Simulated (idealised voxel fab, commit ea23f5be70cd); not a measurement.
Module name: voxel gate over fins (process module)
Cross-section cut spans 185 nm and uses square cells 5 nm in size.
A cross-section is written here as square cells arranged in a grid, and it is given in bands from the top down, each band taking up one or more rows of cells.
Basically the band line says how high the top is and how high the bottom is, in nm, and then what's in it from left to right, every material with its width in nm. Empty space shows up as "blank", and if a single material carries "all across" it runs the full band edge to edge.
The level at which height equals 0 is the one under which the wafer, as it arrives, is entirely one material. No lower edge exists for the bottom band, which continues downward and is notated as in "z 0 and below".
With a width like "30->40", each row of cells in the band differs from the next by the same amount, the top row carrying the first number and the bottom row the second.
Take "no alterations made" at face value: in the step it is given for, the cross-section changed in none of its cells.
"Completely enclosed voids" lists enclosed empty spaces (at least 8 cells, no open path upward to the top), each as width x height at distance from the left edge, in nm.
Past the settings on a step's line: simulator remark, on that step.
A step line may carry the setting "overlay nm", which, for steps involving a mask, states the distance by which the mask lay to the right of its intended position; negative values denote displacement to the left.

So here's the lineup of process steps we planned
1: RECEIVE [material Si]
2: CONFORMAL_DEP [material SiN] [thk nm 10]
3: PATTERN [tone cover] [mask id FINS] [material resist] [width nm 15] [pitch nm 45] [thk nm 20] [overlay nm 0]
4: DIRECTIONAL_ETCH [etch materials SiN] [depth nm 10]
5: DIRECTIONAL_ETCH [etch materials Si] [depth nm 35]
6: STRIP [etch materials resist]
7: FILL_DEP [material SiO2] [thk nm 5]
8: CMP [height nm 10]
9: SELECTIVE_ETCH [etch materials SiO2] [depth nm 20]
10: STRIP [etch materials SiN]
11: CONFORMAL_DEP [material HfO2] [thk nm 5]
12: CONFORMAL_DEP [material TiN] [thk nm 5]
13: CONFORMAL_DEP [material TiAl] [thk nm 5]
14: CONFORMAL_DEP [material TiN] [thk nm 5]
15: FILL_DEP [material W] [thk nm 15]
16: CMP [height nm 30]
17: CONFORMAL_DEP [material SiN] [thk nm 5]

Step 1 complete: cross-section of the wafer as received
- z 0 and below = Si all across
- Completely enclosed voids: none

Here's the wafer cut in cross-section after the module, started and planned just like above, except one thing was done wrong in the run
- z 35 to 30 = SiN all across
- z 30 to 20 = W all across
- z 20 to 15 = TiN all across
- z 15 to 10 = TiAl all across
- z 10 to 5 = TiN all across
- z 5 to 0 = HfO2 all across
- z 0 to -35 = 60 SiO2 / 15 Si / 30 SiO2 / 15 Si / 65 SiO2
- z -35 and below = Si all across
- Completely enclosed voids: none
Finding, execution versus plan: step 9 deviated from plan and actually ran as SELECTIVE_ETCH [etch materials SiO2] [depth nm 10]
